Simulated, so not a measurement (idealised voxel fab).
The following process module bears the name voxel air gaps.
Displayed cross-section: cut, width of 265 nm, square cells sized 5 nm.
In what follows, cross-sections appear as grids of square cells, described through bands that run from the top down, where every band is one or more rows of cells. Basically the band line says how high the top is and how high the bottom is, in nm, and then what's in it from left to right, every material with its width in nm. Empty space shows up as "air", and if a single material carries "edge to edge" it runs the full band edge to edge. Heights are measured from 0, the level below which the as-received wafer is all one material; the lowest band has no bottom and continues downward, written as in "0 nm and below". The expression "30->40" gives the width at the extremes of the band, the first number at its top row of cells and the second at its bottom row, with the width changing by equal amounts from each row to the next in between. "nothing different" (step): cross-section cells unchanged, all of them. The label "Sealed voids" introduces a list of the empty spaces, 8 cells or larger, that have no open way up to the top; each entry in it reads width x height at distance, where the distance is taken from the left edge and all three are stated in nm. What comes after the settings on a step's line is commentary from the simulator itself on that step. The optional step-line setting "overlay nm" applies to steps with a mask and quantifies how far to the right of its planned location the mask lay, a negative value indicating leftward placement.
-- Here's what the planned process steps look like
1) RECEIVE: material Si
2) CONFORMAL_DEP: material SiO2, thk nm 10
3) CONFORMAL_DEP: material SiCN, thk nm 5
4) DIRECTIONAL_DEP: material lowk, thk nm 40
5) MASKED_ETCH: tone open, mask id LINES, width nm 20, pitch nm 45, etch materials lowk, depth nm 40, overlay nm -15
6) CONFORMAL_DEP: material TiN, thk nm 5
7) FILL_DEP: material W, thk nm 5
8) CMP: height nm 55
9) EPI: material Ru, thk nm 10
10) SELECTIVE_ETCH: etch materials lowk, depth nm 50
11) CONFORMAL_DEP: material SiCN, thk nm 5
The wafers in this document start out alike and differ in the overlay nm applied at step 5; the plan shows the value used for the first wafer.
-- The first of several wafers as received, shown in cross-section; this is its state after step 1
- 0 nm and below: Si edge to edge
- Sealed voids: none
-- After the module's final step, step 11: the first of several wafers in cross-section
- 70 nm to 65 nm: 45 air | 140 SiCN | 80 air
- 65 nm to 55 nm: 45 air | 5 SiCN | 40 Ru | 5 SiCN | 40 Ru | 5 SiCN | 40 Ru | 5 SiCN | 80 air
- 55 nm to 50 nm: 45 air | 15 SiCN | 5 TiN | 10 W | 5 TiN | 25 SiCN | 5 TiN | 10 W | 5 TiN | 25 SiCN | 5 TiN | 10 W | 5 TiN | 15 SiCN | 80 air
- 50 nm to 20 nm: 55 air | 5 SiCN | 5 TiN | 10 W | 5 TiN | 5 SiCN | 15 air | 5 SiCN | 5 TiN | 10 W | 5 TiN | 5 SiCN | 15 air | 5 SiCN | 5 TiN | 10 W | 5 TiN | 5 SiCN | 90 air
- 20 nm to 15 nm: 60 SiCN | 20 TiN | 25 SiCN | 20 TiN | 25 SiCN | 20 TiN | 95 SiCN
- 15 nm to 10 nm: SiCN edge to edge
- 10 nm to 0 nm: SiO2 edge to edge
- 0 nm and below: Si edge to edge
- Sealed voids: 15 x 30 at 85; 15 x 30 at 130
-- Cross-section, module end, final of several wafers
- 70 nm to 65 nm: 75 air | 140 SiCN | 50 air
- 65 nm to 55 nm: 75 air | 5 SiCN | 40 Ru | 5 SiCN | 40 Ru | 5 SiCN | 40 Ru | 5 SiCN | 50 air
- 55 nm to 50 nm: 75 air | 15 SiCN | 5 TiN | 10 W | 5 TiN | 25 SiCN | 5 TiN | 10 W | 5 TiN | 25 SiCN | 5 TiN | 10 W | 5 TiN | 15 SiCN | 50 air
- 50 nm to 20 nm: 85 air | 5 SiCN | 5 TiN | 10 W | 5 TiN | 5 SiCN | 15 air | 5 SiCN | 5 TiN | 10 W | 5 TiN | 5 SiCN | 15 air | 5 SiCN | 5 TiN | 10 W | 5 TiN | 5 SiCN | 60 air
- 20 nm to 15 nm: 90 SiCN | 20 TiN | 25 SiCN | 20 TiN | 25 SiCN | 20 TiN | 65 SiCN
- 15 nm to 10 nm: SiCN edge to edge
- 10 nm to 0 nm: SiO2 edge to edge
- 0 nm and below: Si edge to edge
- Sealed voids: 15 x 30 at 115; 15 x 30 at 160
-- For your reference, the table is organized with a row per wafer; each row reflects the wafer at the end of the module, indicating for each material the cells gained (+) or lost (-) since receipt, and thereafter its closed voids
overlay nm -15, +48 Ru, +182 SiCN, +106 SiO2, +54 TiN, +42 W, Sealed voids: 15 x 30 at 85; 15 x 30 at 130
overlay nm -10, +48 Ru, +182 SiCN, +106 SiO2, +54 TiN, +42 W, Sealed voids: 15 x 30 at 90; 15 x 30 at 135
overlay nm -5, +48 Ru, +182 SiCN, +106 SiO2, +54 TiN, +42 W, Sealed voids: 15 x 30 at 95; 15 x 30 at 140
overlay nm 0, +48 Ru, +182 SiCN, +106 SiO2, +54 TiN, +42 W, Sealed voids: 15 x 30 at 100; 15 x 30 at 145
overlay nm 5, +48 Ru, +182 SiCN, +106 SiO2, +54 TiN, +42 W, Sealed voids: 15 x 30 at 105; 15 x 30 at 150
overlay nm 10, +48 Ru, +182 SiCN, +106 SiO2, +54 TiN, +42 W, Sealed voids: 15 x 30 at 110; 15 x 30 at 155
overlay nm 15, +48 Ru, +182 SiCN, +106 SiO2, +54 TiN, +42 W, Sealed voids: 15 x 30 at 115; 15 x 30 at 160
